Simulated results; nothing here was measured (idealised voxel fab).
Name of the process module below: voxel local oxidation
For reference, the cross-section in this document is cut, with width 270 nm and square cells of 5 nm.
Bands, listed from the top down, are how a cross-section gets written in this document; the cross-section itself is a grid of square cells, and a band is one or more rows of them.
Per band: top height and bottom height in nm, followed by the left-to-right materials and their widths in nm; "edge to edge" marks a single material spanning edge to edge, "blank" marks empty space.
Heights are measured from 0, the level below which the as-received wafer is all one material; the lowest band has no bottom and continues downward, written as in "from 0 down".
Graded width ("30->40"): value in top row of band = first number; value in bottom row = second number; row-to-row change constant.
No cell of the cross-section changed in a step that is given as "nothing changed".
Entry "Unvented internal voids". Content: empty spaces with no open connection to the top, size 8 cells or greater. Each: width x height at distance. Distance: from left edge. Unit: nm.
The remark found on a step's line after its settings is issued by the simulator itself and pertains to that step.
You can add "overlay nm" to a step's line. For a step with a mask, it describes how far the mask lay to the right of its planned position, and a negative number describes a lay to the left.
Below you will find pairs of cross-sections. In each, one shows the wafer before one process step and the other after it, with the after view ending at the lowest band that changed. Under each pair is the step separating them, along with its settings. Do not assume the pairs form a chain: they can come from different runs of this module on the same starting wafer, and a pair continues from the pair above it only when its "Before this step" entry says so.

Before this step
- from 0 down  Si edge to edge
- Unvented internal voids: none

Post-Process View
- from 0 to -5  SiO2 edge to edge
- below -5: unchanged
- Unvented internal voids: none
The cross-sections above show the structure before and after this step: OXIDIZE, depth nm 5

Before this step: the wafer arrives at this step looking as the after cross-section in the pair just above shows it.

Post-Process View
- from 10 to 0  SiN edge to edge
- below 0: unchanged
- Unvented internal voids: none
The cross-sections above show the structure before and after this step: CONFORMAL_DEP, material SiN, thk nm 10

Before this step: the wafer arrives at this step looking as the after cross-section in the pair just above shows it.

Post-Process View
- from 30 to 10  70 nm blank, 125 nm resist, 75 nm blank
- below 10: unchanged
- Unvented internal voids: none
The cross-sections above show the structure before and after this step: PATTERN, tone cover, mask id ACTIVE, material resist, width nm 125, thk nm 20, overlay nm 0

Before this step: the wafer arrives at this step looking as the after cross-section in the pair just above shows it.

Post-Process View
- from 30 to 10  70 nm blank, 125 nm resist, 75 nm blank
- from 10 to 0  70 nm blank, 125 nm SiN, 75 nm blank
- below 0: unchanged
- Unvented internal voids: none
The cross-sections above show the structure before and after this step: DIRECTIONAL_ETCH, etch materials SiN, depth nm 10

Before this step: the wafer arrives at this step looking as the after cross-section in the pair just above shows it.

Post-Process View
- from 10 to 0  70 nm blank, 125 nm SiN, 75 nm blank
- below 0: unchanged
- Unvented internal voids: none
The cross-sections above show the structure before and after this step: STRIP, etch materials resist

Before this step: the wafer arrives at this step looking as the after cross-section in the pair just above shows it.

Post-Process View
- from 10 to 0  70 nm blank, 125 nm SiN, 75 nm blank
- from 0 to -5  75 nm blank, 115 nm SiO2, 80 nm blank
- below -5: unchanged
- Unvented internal voids: none
The cross-sections above show the structure before and after this step: SELECTIVE_ETCH, etch materials SiO2, depth nm 5

Before this step: the wafer arrives at this step looking as the after cross-section in the pair just above shows it.

Post-Process View
- from 10 to 0  70 nm blank, 125 nm SiN, 75 nm blank
- from 0 to -5  75 nm blank, 115 nm SiO2, 80 nm blank
- from -5 to -20  90 nm SiO2, 85 nm Si, 95 nm SiO2
- below -20: unchanged
- Unvented internal voids: none
The cross-sections above show the structure before and after this step: OXIDIZE, depth nm 15

Before this step: the wafer arrives at this step looking as the after cross-section in the pair just above shows it.

Post-Process View
- from 0 to -5  75 nm blank, 115 nm SiO2, 80 nm blank
- below -5: unchanged
- Unvented internal voids: none
The cross-sections above show the structure before and after this step: STRIP, etch materials SiN

Before this step
- from 30 to 10  70 nm blank, 125 nm resist, 75 nm blank
- from 10 to 0  70 nm blank, 125 nm SiN, 75 nm blank
- from 0 to -5  SiO2 edge to edge
- from -5 down  Si edge to edge
- Unvented internal voids: none

Post-Process View
- from 30 to 10  70 nm blank, 125 nm resist, 75 nm blank
- from 10 to 0  70 nm blank, 125 nm SiN, 75 nm blank
- from 0 to -5  75 nm blank, 115 nm SiO2, 80 nm blank
- below -5: unchanged
- Unvented internal voids: none
The cross-sections above show the structure before and after this step: SELECTIVE_ETCH, etch materials SiO2, depth nm 5

Before this step: the wafer arrives at this step looking as the after cross-section in the pair just above shows it.

Post-Process View
- from 10 to 0  70 nm blank, 125 nm SiN, 75 nm blank
- below 0: unchanged
- Unvented internal voids: none
The cross-sections above show the structure before and after this step: STRIP, etch materials resist

Before this step
- from 10 to 0  70 nm blank, 125 nm SiN, 75 nm blank
- from 0 to -5  SiO2 edge to edge
- from -5 down  Si edge to edge
- Unvented internal voids: none

Post-Process View
- from 10 to 0  70 nm blank, 125 nm SiN, 75 nm blank
- from 0 to -5  85 nm blank, 95 nm SiO2, 90 nm blank
- below -5: unchanged
- Unvented internal voids: none
The cross-sections above show the structure before and after this step: SELECTIVE_ETCH, etch materials SiO2, depth nm 15

Before this step: the wafer arrives at this step looking as the after cross-section in the pair just above shows it.

Post-Process View
- from 10 to 0  70 nm blank, 125 nm SiN, 75 nm blank
- from 0 to -5  85 nm blank, 95 nm SiO2, 90 nm blank
- from -5 to -20  100 nm SiO2, 65 nm Si, 105 nm SiO2
- below -20: unchanged
- Unvented internal voids: none
The cross-sections above show the structure before and after this step: OXIDIZE, depth nm 15

Before this step: the wafer arrives at this step looking as the after cross-section in the pair just above shows it.

Post-Process View
- from 0 to -5  85 nm blank, 95 nm SiO2, 90 nm blank
- below -5: unchanged
- Unvented internal voids: none
The cross-sections above show the structure before and after this step: STRIP, etch materials SiN

Before this step
- from 10 to 0  SiN edge to edge
- from 0 to -5  SiO2 edge to edge
- from -5 down  Si edge to edge
- Unvented internal voids: none

Post-Process View
- from 30 to 10  65 nm blank, 135 nm resist, 70 nm blank
- below 10: unchanged
- Unvented internal voids: none
The cross-sections above show the structure before and after this step: PATTERN, tone cover, mask id ACTIVE, material resist, width nm 135, thk nm 20, overlay nm 0

Before this step: the wafer arrives at this step looking as the after cross-section in the pair just above shows it.

Post-Process View
- from 30 to 10  65 nm blank, 135 nm resist, 70 nm blank
- from 10 to 0  65 nm blank, 135 nm SiN, 70 nm blank
- below 0: unchanged
- Unvented internal voids: none
The cross-sections above show the structure before and after this step: DIRECTIONAL_ETCH, etch materials SiN, depth nm 10

Before this step: the wafer arrives at this step looking as the after cross-section in the pair just above shows it.

Post-Process View
- from 10 to 0  65 nm blank, 135 nm SiN, 70 nm blank
- below 0: unchanged
- Unvented internal voids: none
The cross-sections above show the structure before and after this step: STRIP, etch materials resist

Before this step: the wafer arrives at this step looking as the after cross-section in the pair just above shows it.

Post-Process View
- from 10 to 0  65 nm blank, 135 nm SiN, 70 nm blank
- from 0 to -5  70 nm blank, 125 nm SiO2, 75 nm blank
- below -5: unchanged
- Unvented internal voids: none
The cross-sections above show the structure before and after this step: SELECTIVE_ETCH, etch materials SiO2, depth nm 5

Before this step: the wafer arrives at this step looking as the after cross-section in the pair just above shows it.

Post-Process View
- from 10 to 0  65 nm blank, 135 nm SiN, 70 nm blank
- from 0 to -5  70 nm blank, 125 nm SiO2, 75 nm blank
- from -5 to -20  85 nm SiO2, 95 nm Si, 90 nm SiO2
- below -20: unchanged
- Unvented internal voids: none
The cross-sections above show the structure before and after this step: OXIDIZE, depth nm 15

Before this step: the wafer arrives at this step looking as the after cross-section in the pair just above shows it.

Post-Process View
- from 0 to -5  70 nm blank, 125 nm SiO2, 75 nm blank
- below -5: unchanged
- Unvented internal voids: none
The cross-sections above show the structure before and after this step: STRIP, etch materials SiN

Before this step
- from 10 to 0  SiN edge to edge
- from 0 to -5  SiO2 edge to edge
- from -5 down  Si edge to edge
- Unvented internal voids: none

Post-Process View
- from 30 to 10  75 nm blank, 125 nm resist, 70 nm blank
- below 10: unchanged
- Unvented internal voids: none
The cross-sections above show the structure before and after this step: PATTERN, tone cover, mask id ACTIVE, material resist, width nm 125, thk nm 20, overlay nm 5

Before this step: the wafer arrives at this step looking as the after cross-section in the pair just above shows it.

Post-Process View
- from 30 to 10  75 nm blank, 125 nm resist, 70 nm blank
- from 10 to 0  75 nm blank, 125 nm SiN, 70 nm blank
- below 0: unchanged
- Unvented internal voids: none
The cross-sections above show the structure before and after this step: DIRECTIONAL_ETCH, etch materials SiN, depth nm 10

Before this step: the wafer arrives at this step looking as the after cross-section in the pair just above shows it.

Post-Process View
- from 10 to 0  75 nm blank, 125 nm SiN, 70 nm blank
- below 0: unchanged
- Unvented internal voids: none
The cross-sections above show the structure before and after this step: STRIP, etch materials resist

Before this step: the wafer arrives at this step looking as the after cross-section in the pair just above shows it.

Post-Process View
- from 10 to 0  75 nm blank, 125 nm SiN, 70 nm blank
- from 0 to -5  80 nm blank, 115 nm SiO2, 75 nm blank
- below -5: unchanged
- Unvented internal voids: none
The cross-sections above show the structure before and after this step: SELECTIVE_ETCH, etch materials SiO2, depth nm 5

Before this step: the wafer arrives at this step looking as the after cross-section in the pair just above shows it.

Post-Process View
- from 10 to 0  75 nm blank, 125 nm SiN, 70 nm blank
- from 0 to -5  80 nm blank, 115 nm SiO2, 75 nm blank
- from -5 to -20  95 nm SiO2, 85 nm Si, 90 nm SiO2
- below -20: unchanged
- Unvented internal voids: none
The cross-sections above show the structure before and after this step: OXIDIZE, depth nm 15

Before this step: the wafer arrives at this step looking as the after cross-section in the pair just above shows it.

Post-Process View
- from 0 to -5  80 nm blank, 115 nm SiO2, 75 nm blank
- below -5: unchanged
- Unvented internal voids: none
The cross-sections above show the structure before and after this step: STRIP, etch materials SiN

Before this step
- from 0 to -5  SiO2 edge to edge
- from -5 down  Si edge to edge
- Unvented internal voids: none

Post-Process View
- from 10 to -5  SiO2 edge to edge
- below -5: unchanged
- Unvented internal voids: none
The cross-sections above show the structure before and after this step: CONFORMAL_DEP, material SiO2, thk nm 10

Before this step: the wafer arrives at this step looking as the after cross-section in the pair just above shows it.

Post-Process View
- from 30 to 10  70 nm blank, 125 nm resist, 75 nm blank
- below 10: unchanged
- Unvented internal voids: none
The cross-sections above show the structure before and after this step: PATTERN, tone cover, mask id ACTIVE, material resist, width nm 125, thk nm 20, overlay nm 0

Before this step: the wafer arrives at this step looking as the after cross-section in the pair just above shows it.

Post-Process View
- from 10 to -5  SiO2 edge to edge
- below -5: unchanged
- Unvented internal voids: none
The cross-sections above show the structure before and after this step: STRIP, etch materials resist

Before this step: the wafer arrives at this step looking as the after cross-section in the pair just above shows it.

Post-Process View
- from 5 to -5  SiO2 edge to edge
- below -5: unchanged
- Unvented internal voids: none
The cross-sections above show the structure before and after this step: SELECTIVE_ETCH, etch materials SiO2, depth nm 5

Before this step
- from 10 to 0  SiN edge to edge
- from 0 to -5  SiO2 edge to edge
- from -5 down  Si edge to edge
- Unvented internal voids: none

Post-Process View
- from 30 to 10  70 nm resist, 125 nm blank, 75 nm resist
- below 10: unchanged
- Unvented internal voids: none
The cross-sections above show the structure before and after this step: PATTERN, tone open, mask id ACTIVE, material resist, width nm 125, thk nm 20, overlay nm 0

Before this step: the wafer arrives at this step looking as the after cross-section in the pair just above shows it.

Post-Process View
- from 30 to 10  70 nm resist, 125 nm blank, 75 nm resist
- from 10 to 0  70 nm SiN, 125 nm blank, 75 nm SiN
- below 0: unchanged
- Unvented internal voids: none
The cross-sections above show the structure before and after this step: DIRECTIONAL_ETCH, etch materials SiN, depth nm 10

Before this step: the wafer arrives at this step looking as the after cross-section in the pair just above shows it.

Post-Process View
- from 10 to 0  70 nm SiN, 125 nm blank, 75 nm SiN
- below 0: unchanged
- Unvented internal voids: none
The cross-sections above show the structure before and after this step: STRIP, etch materials resist

Before this step: the wafer arrives at this step looking as the after cross-section in the pair just above shows it.

Post-Process View
- from 10 to 0  70 nm SiN, 125 nm blank, 75 nm SiN
- from 0 to -5  65 nm SiO2, 135 nm blank, 70 nm SiO2
- below -5: unchanged
- Unvented internal voids: none
The cross-sections above show the structure before and after this step: SELECTIVE_ETCH, etch materials SiO2, depth nm 5

Before this step: the wafer arrives at this step looking as the after cross-section in the pair just above shows it.

Post-Process View
- from 10 to 0  70 nm SiN, 125 nm blank, 75 nm SiN
- from 0 to -5  65 nm SiO2, 135 nm blank, 70 nm SiO2
- from -5 to -20  50 nm Si, 165 nm SiO2, 55 nm Si
- below -20: unchanged
- Unvented internal voids: none
The cross-sections above show the structure before and after this step: OXIDIZE, depth nm 15

Before this step: the wafer arrives at this step looking as the after cross-section in the pair just above shows it.

Post-Process View
- from 0 to -5  65 nm SiO2, 135 nm blank, 70 nm SiO2
- below -5: unchanged
- Unvented internal voids: none
The cross-sections above show the structure before and after this step: STRIP, etch materials SiN
